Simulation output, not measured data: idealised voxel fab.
Proc. module: voxel ribs on slabs
Cross-sectional view cut (width: 270 nm; square cell size: 5 nm).
In what follows, cross-sections appear as grids of square cells, described through bands that run from the top down, where every band is one or more rows of cells.
This entry defines a band. It first specifies the height of the band's top and the height of its bottom in nm, and then specifies the band's materials from left to right, stating each material with its width in nm. The word "throughout" identifies a single material that fills the band from edge to edge, while the word "blank" identifies empty space.
For the purposes of this specification, 0 denotes the height below which the wafer in its as-received condition is composed wholly of one material, and the lowermost band, lacking a lower limit, extends downward without end, as expressed in "0 and below".
The expression "30..40" gives the width at the extremes of the band, the first number at its top row of cells and the second at its bottom row, with the width changing by equal amounts from each row to the next in between.
You'll sometimes find "stayed the same" written for a step, and that's the way of saying that nowhere in the cross-section did a cell change during that step.
For the entry "Enclosed void catalog", the listed items are empty spaces with no open way to the top whose size is 8 cells or more; each item follows the pattern width x height at distance, where distance is from the left edge and all three are in nm.
It should be noted that, on the line of a given step, the content following the step's settings is a remark produced by the simulator itself with respect to that step.
For masked steps, "overlay nm" on the step line gives how far right of plan the mask actually lay; a minus sign means it lay to the left.
### Set out below are the planned steps of the process
1 RECEIVE | material Si
2 DIRECTIONAL_DEP | material SiO2 | thk nm 20
3 DIRECTIONAL_DEP | material SiN | thk nm 15
4 MASKED_ETCH | tone cover | mask id RIB | width nm 15 | etch materials SiN | depth nm 5 | overlay nm 0
5 DIRECTIONAL_DEP | material aC | thk nm 10
6 PATTERN | tone cover | mask id SLAB | material resist | width nm 65 | thk nm 30 | overlay nm 0
7 DIRECTIONAL_ETCH | etch materials aC | depth nm 10
8 STRIP | etch materials resist
9 DIRECTIONAL_ETCH | etch materials SiN | depth nm 10
10 STRIP | etch materials aC
11 FILL_DEP | material SiO2 | thk nm 20
12 CMP | height nm 50
13 DIRECTIONAL_DEP | material W | thk nm 5
14 PATTERN | tone cover | mask id HEATER | material resist | width nm 25 | thk nm 20 | overlay nm 0
15 DIRECTIONAL_ETCH | etch materials W | depth nm 5
16 STRIP | etch materials resist
17 CONFORMAL_DEP | material SiO2 | thk nm 10
### Delivered wafer in cross-section: state after step 1
  0 and below = Si throughout
  Enclosed void catalog: none
### Final cross-section, module run with one mistake (start and plan as above)
  65 down to 60 = 110 of blank, 45 of SiO2, 115 of blank
  60 down to 55 = SiO2 throughout
  55 down to 50 = 120 of SiO2, 25 of W, 125 of SiO2
  50 down to 35 = SiO2 throughout
  35 down to 20 = 125 of SiO2, 15 of SiN, 130 of SiO2
  20 down to 0 = SiO2 throughout
  0 and below = Si throughout
  Enclosed void catalog: none
It is concluded that the wafer was processed incorrectly with respect to the plan, in that planned and actual differ for step 4; actual: MASKED_ETCH | tone cover | mask id RIB | width nm 15 | etch materials SiN | depth nm 15 | overlay nm 0
